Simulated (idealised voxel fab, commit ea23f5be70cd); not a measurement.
process module | voxel wiring stack
cross-section cut | 270 nm wide | cells 5 nm
A cross-section is a grid of square cells, given in bands from the top down. A band is one or more rows of cells.
Each band's line starts with the height of the band's top and of its bottom, in nm. Then come its materials from left to right, each with its width in nm. One material with "throughout" fills the band from edge to edge. "air" is empty space.
Height 0 is the level under which the wafer as received is all one material. The lowest band goes on downwards, as in "0 down".
A width such as "30 to 40" changes by the same amount from each row of cells to the next, from the band's top row to its bottom row.
"no change" after a step means that no cell of the cross-section changed.
closed voids: empty space of 8 cells or more with no open way to the top, each as width x height at its distance from the left edge, in nm
after a step's settings: what the simulator itself notes on the step
overlay nm, on a step with a mask: how far to the right of its planned place the mask lay; to the left if negative
Each pair below shows a cross-section before one step and the cross-section after it, down to the lowest band that changed. The line under each pair gives the step between them, with its settings. The pairs can come from different runs of this module on the same starting wafer, so a pair continues from the pair above only where its "before" says so.
before
  175 to 155: resist 55 | air 20 | resist 25 | air 20 | resist 25 | air 20 | resist 25 | air 20 | resist 60
  155 to 135: SiO2 throughout
  135 to 130: SiCN throughout
  130 to 120: SiO2 55 | Ru 15 | SiO2 30 | Ru 15 | SiO2 30 | Ru 15 | SiO2 30 | Ru 15 | SiO2 65
  120 to 115: SiCN 55 | Ru 15 | SiCN 30 | Ru 15 | SiCN 30 | Ru 15 | SiCN 30 | Ru 15 | SiCN 65
  115 to 100: lowk 55 | TiN 5 | Ru 10 | TiN 5 | lowk 25 | TiN 5 | Ru 10 | TiN 5 | lowk 25 | TiN 5 | Ru 10 | TiN 5 | lowk 25 | TiN 5 | Ru 10 | TiN 5 | lowk 60
  100 to 95: lowk 55 | TiN 5 | Ru 5 | TiN 10 | lowk 25 | TiN 20 | lowk 25 | TiN 5 | Ru 5 | TiN 10 | lowk 25 | TiN 20 | lowk 60
  95 to 85: lowk 55 | TiN 5 | Ru 5 | TiN 5 | lowk 75 | TiN 5 | Ru 5 | TiN 5 | lowk 110
  85 to 80: SiCN 55 | TiN 15 | SiCN 75 | TiN 15 | SiCN 110
  80 to 60: W 50 | TiN 5 | lowk 20 | TiN 5 | W 15 | TiN 5 | lowk 20 | TiN 5 | W 15 | TiN 5 | lowk 20 | TiN 5 | W 15 | TiN 5 | lowk 20 | TiN 5 | W 55
  60 to 55: TiN 55 | SiCN 20 | TiN 25 | SiCN 20 | TiN 25 | SiCN 20 | TiN 25 | SiCN 20 | TiN 60
  55 to 45: lowk 55 | TiN 5 | Ru 5 | TiN 5 | lowk 75 | TiN 5 | Ru 5 | TiN 5 | lowk 110
  45 to 40: SiCN 55 | TiN 15 | SiCN 75 | TiN 15 | SiCN 110
  40 to 15: SiO2 50 | SiCN 5 | Ru 20 | SiCN 5 | SiO2 15 | SiCN 5 | Ru 20 | SiCN 5 | SiO2 15 | SiCN 5 | Ru 20 | SiCN 5 | SiO2 15 | SiCN 5 | Ru 20 | SiCN 5 | SiO2 55
  15 to 10: SiCN 55 | TiN 20 | SiCN 25 | TiN 20 | SiCN 25 | TiN 20 | SiCN 25 | TiN 20 | SiCN 60
  10 to 0: SiO2 throughout
  0 down: Si throughout
  closed voids: none
after
  175 to 155: resist 55 | air 20 | resist 25 | air 20 | resist 25 | air 20 | resist 25 | air 20 | resist 60
  155 to 135: SiO2 55 | air 20 | SiO2 25 | air 20 | SiO2 25 | air 20 | SiO2 25 | air 20 | SiO2 60
  below 135: unchanged
  closed voids: none
the step between: op DIRECTIONAL_ETCH | etch materials SiO2 | depth nm 20
before: the cross-section after the pair above
after
  175 to 155: resist 55 | air 20 | resist 25 | air 20 | resist 25 | air 20 | resist 25 | air 20 | resist 60
  155 to 135: SiO2 55 | air 20 | SiO2 25 | air 20 | SiO2 25 | air 20 | SiO2 25 | air 20 | SiO2 60
  135 to 130: SiCN 55 | air 20 | SiCN 25 | air 20 | SiCN 25 | air 20 | SiCN 25 | air 20 | SiCN 60
  below 130: unchanged
  closed voids: none
the step between: op DIRECTIONAL_ETCH | etch materials SiCN | depth nm 5
before: the cross-section after the pair above
after
  155 to 135: SiO2 55 | air 20 | SiO2 25 | air 20 | SiO2 25 | air 20 | SiO2 25 | air 20 | SiO2 60
  below 135: unchanged
  closed voids: none
the step between: op STRIP | etch materials resist
before: the cross-section after the pair above
after
  160 to 155: TiN 60 | air 10 | TiN 35 | air 10 | TiN 35 | air 10 | TiN 35 | air 10 | TiN 65
  155 to 135: SiO2 55 | TiN 5 | air 10 | TiN 5 | SiO2 25 | TiN 5 | air 10 | TiN 5 | SiO2 25 | TiN 5 | air 10 | TiN 5 | SiO2 25 | TiN 5 | air 10 | TiN 5 | SiO2 60
  135 to 130: SiCN 55 | TiN 20 | SiCN 25 | TiN 20 | SiCN 25 | TiN 20 | SiCN 25 | TiN 20 | SiCN 60
  below 130: unchanged
  closed voids: none
the step between: op CONFORMAL_DEP | material TiN | thk nm 5
before: the cross-section after the pair above
after
  165 to 160: W throughout
  160 to 155: TiN 60 | W 10 | TiN 35 | W 10 | TiN 35 | W 10 | TiN 35 | W 10 | TiN 65
  155 to 135: SiO2 55 | TiN 5 | W 10 | TiN 5 | SiO2 25 | TiN 5 | W 10 | TiN 5 | SiO2 25 | TiN 5 | W 10 | TiN 5 | SiO2 25 | TiN 5 | W 10 | TiN 5 | SiO2 60
  below 135: unchanged
  closed voids: none
the step between: op FILL_DEP | material W | thk nm 5
before: the cross-section after the pair above
after
  155 to 135: SiO2 55 | TiN 5 | W 10 | TiN 5 | SiO2 25 | TiN 5 | W 10 | TiN 5 | SiO2 25 | TiN 5 | W 10 | TiN 5 | SiO2 25 | TiN 5 | W 10 | TiN 5 | SiO2 60
  below 135: unchanged
  closed voids: none
the step between: op CMP | height nm 155
before: the cross-section after the pair above
after
  160 to 155: SiCN throughout
  below 155: unchanged
  closed voids: none
the step between: op CONFORMAL_DEP | material SiCN | thk nm 5
